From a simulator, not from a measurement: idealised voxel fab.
This is a process module. Its name is voxel released beams.
For reference, the cross-section in this document is cut, with width 155 nm and square cells of 5 nm.
Just so we're on the same page, the cross-sections are grids of square cells, and they're listed out in bands top to bottom, each band one or more rows deep.
Basically the band line says how high the top is and how high the bottom is, in nm, and then what's in it from left to right, every material with its width in nm. Empty space shows up as "empty", and if a single material carries "throughout" it runs the full band edge to edge.
Note: height 0 marks the level under which the wafer is uniformly one material as received. Lowest band unbounded below, written "0 -> down".
It should be noted that a width expressed as "30 to 40" varies in equal increments from row to row of cells within the band, taking the value of the first number at the top row and that of the second number at the bottom row.
"remained the same" means the step left every cell of the cross-section as it was.
Enclosed voids (no open way to top), threshold 8 cells or more, entry "Sealed void list", notation width x height at distance, distance from left edge, nm.
What comes after the settings on a step's line is commentary from the simulator itself on that step.
Steps that use a mask can have "overlay nm" on their line. It says how far the mask sat to the right of where it was meant to be. Negative means to the left.
### The following list gives the planned process steps
- 1: RECEIVE [material Si]
- 2: CONFORMAL_DEP [material SiN] [thk nm 10]
- 3: DIRECTIONAL_DEP [material SiO2] [thk nm 20]
- 4: MASKED_ETCH [tone open] [mask id ANCHOR] [width nm 45] [etch materials SiO2] [depth nm 20] [overlay nm 0]
- 5: CONFORMAL_DEP [material polySi] [thk nm 15]
- 6: PATTERN [tone cover] [mask id BEAM] [material resist] [width nm 100] [thk nm 15] [overlay nm 0]
- 7: DIRECTIONAL_ETCH [etch materials polySi] [depth nm 15]
- 8: STRIP [etch materials resist]
- 9: STRIP [etch materials SiO2]
### Delivered wafer in cross-section: state after step 1
	0 -> down  Si throughout
	Sealed void list: none
### First wafer of two, sectioned at end of module; run went per plan
	45 -> 30  25 of empty / 20 of polySi / 15 of empty / 65 of polySi / 30 of empty
	30 -> 25  30 of empty / 15 of polySi / 15 of empty / 15 of polySi / 80 of empty
	25 -> 10  30 of empty / 45 of polySi / 80 of empty
	10 -> 0  SiN throughout
	0 -> down  Si throughout
	Sealed void list: none
### Cross-section, wafer two of two, end of module: same start and plan as wafer one, one error in execution
	45 -> 30  25 of empty / 100 of polySi / 30 of empty
	30 -> 20  SiN throughout
	20 -> 0  SiO2 throughout
	0 -> down  Si throughout
	Sealed void list: none
What was the processing mistake? note: step 2 <-> step 3, run order reversed vs plan
The second wafer ends with more or fewer cells of some materials than the first, per final count: SiO2: 124 more, polySi: 24 fewer
